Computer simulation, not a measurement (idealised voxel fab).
Process module name: voxel trench capacitor
Section shown: cut. Width: 240 nm. Cell size: 5 nm, square.
Cross-sections here: square-cell grids, written as top-down lists of bands, a band being one or more rows of cells. A band entry consists of two parts. The first gives the height of the band's top and the height of its bottom, in nm. The rest lists the band's materials from left to right, each with its width in nm. A single material labelled with the word "throughout" fills the band from edge to edge, and the word "empty" marks empty space. Heights are reckoned from 0. Under this level, the received wafer is all of one material. The bottommost band is open-ended downward, for example "0..down". A width such as "30..40" changes by the same amount from each row of cells to the next, from the band's top row to its bottom row. No cell of the cross-section changed in a step that is given as "remained unchanged". If an empty space has no open way to the top and is at least 8 cells in size, "Sealed void listing" lists it, written width x height at distance, where distance is measured from the left edge and every value is in nm. Anything after a step's settings on that line? It's the simulator's own note about the step. If you see "overlay nm" on a step's line and that step has a mask, it's telling you how far right of where it was planned the mask ended up; a negative number means it went left instead.

SO HERE'S THE LINEUP OF PROCESS STEPS WE PLANNED
1,RECEIVE [material Si]
2,CONFORMAL_DEP [material SiN] [thk nm 10]
3,PATTERN [tone open] [mask id TRENCH] [material resist] [width nm 25] [pitch nm 50] [thk nm 15] [overlay nm 0]
4,DIRECTIONAL_ETCH [etch materials SiN] [depth nm 10]
5,DIRECTIONAL_ETCH [etch materials Si] [depth nm 40]
6,STRIP [etch materials resist]
7,CONFORMAL_DEP [material HfO2] [thk nm 5]
8,CONFORMAL_DEP [material TiN] [thk nm 5]
9,FILL_DEP [material W] [thk nm 5]
10,CMP [height nm 10]

CROSS-SECTIONAL VIEW OF THE WAFER IN ITS AS-RECEIVED CONDITION, CORRESPONDING TO THE STATE AFTER STEP 1
	0..down  Si throughout
	Sealed void listing: none

POST-MODULE CROSS-SECTION OF THE FIRST OF TWO WAFERS (RUN PER PLAN)
	10..0  SiN=55 | HfO2=5 | TiN=5 | W=5 | TiN=5 | HfO2=5 | SiN=25 | HfO2=5 | TiN=5 | W=5 | TiN=5 | HfO2=5 | SiN=25 | HfO2=5 | TiN=5 | W=5 | TiN=5 | HfO2=5 | SiN=60
	0..-30  Si=55 | HfO2=5 | TiN=5 | W=5 | TiN=5 | HfO2=5 | Si=25 | HfO2=5 | TiN=5 | W=5 | TiN=5 | HfO2=5 | Si=25 | HfO2=5 | TiN=5 | W=5 | TiN=5 | HfO2=5 | Si=60
	-30..-35  Si=55 | HfO2=5 | TiN=15 | HfO2=5 | Si=25 | HfO2=5 | TiN=15 | HfO2=5 | Si=25 | HfO2=5 | TiN=15 | HfO2=5 | Si=60
	-35..-40  Si=55 | HfO2=25 | Si=25 | HfO2=25 | Si=25 | HfO2=25 | Si=60
	-40..down  Si throughout
	Sealed void listing: none

MODULE END: CROSS-SECTION OF WAFER TWO OF TWO. SAME START AND PROCESS PLAN AS THE FIRST WAFER. ONE MISTAKE DURING EXECUTION
	10..0  SiN=55 | HfO2=5 | TiN=5 | W=5 | TiN=5 | HfO2=5 | SiN=25 | HfO2=5 | TiN=5 | W=5 | TiN=5 | HfO2=5 | SiN=25 | HfO2=5 | TiN=5 | W=5 | TiN=5 | HfO2=5 | SiN=60
	0..-40  Si=55 | HfO2=5 | TiN=5 | W=5 | TiN=5 | HfO2=5 | Si=25 | HfO2=5 | TiN=5 | W=5 | TiN=5 | HfO2=5 | Si=25 | HfO2=5 | TiN=5 | W=5 | TiN=5 | HfO2=5 | Si=60
	-40..-45  Si=55 | HfO2=5 | TiN=15 | HfO2=5 | Si=25 | HfO2=5 | TiN=15 | HfO2=5 | Si=25 | HfO2=5 | TiN=15 | HfO2=5 | Si=60
	-45..-50  Si=55 | HfO2=25 | Si=25 | HfO2=25 | Si=25 | HfO2=25 | Si=60
	-50..down  Si throughout
	Sealed void listing: none
Diagnosis: it should be noted that step 5 was executed with settings other than those planned, the operation and settings actually applied being DIRECTIONAL_ETCH [etch materials Si] [depth nm 50]
The second wafer ends with more or fewer cells of some materials than the first, per final count: HfO2 +12 | Si -30 | TiN +12 | W +6
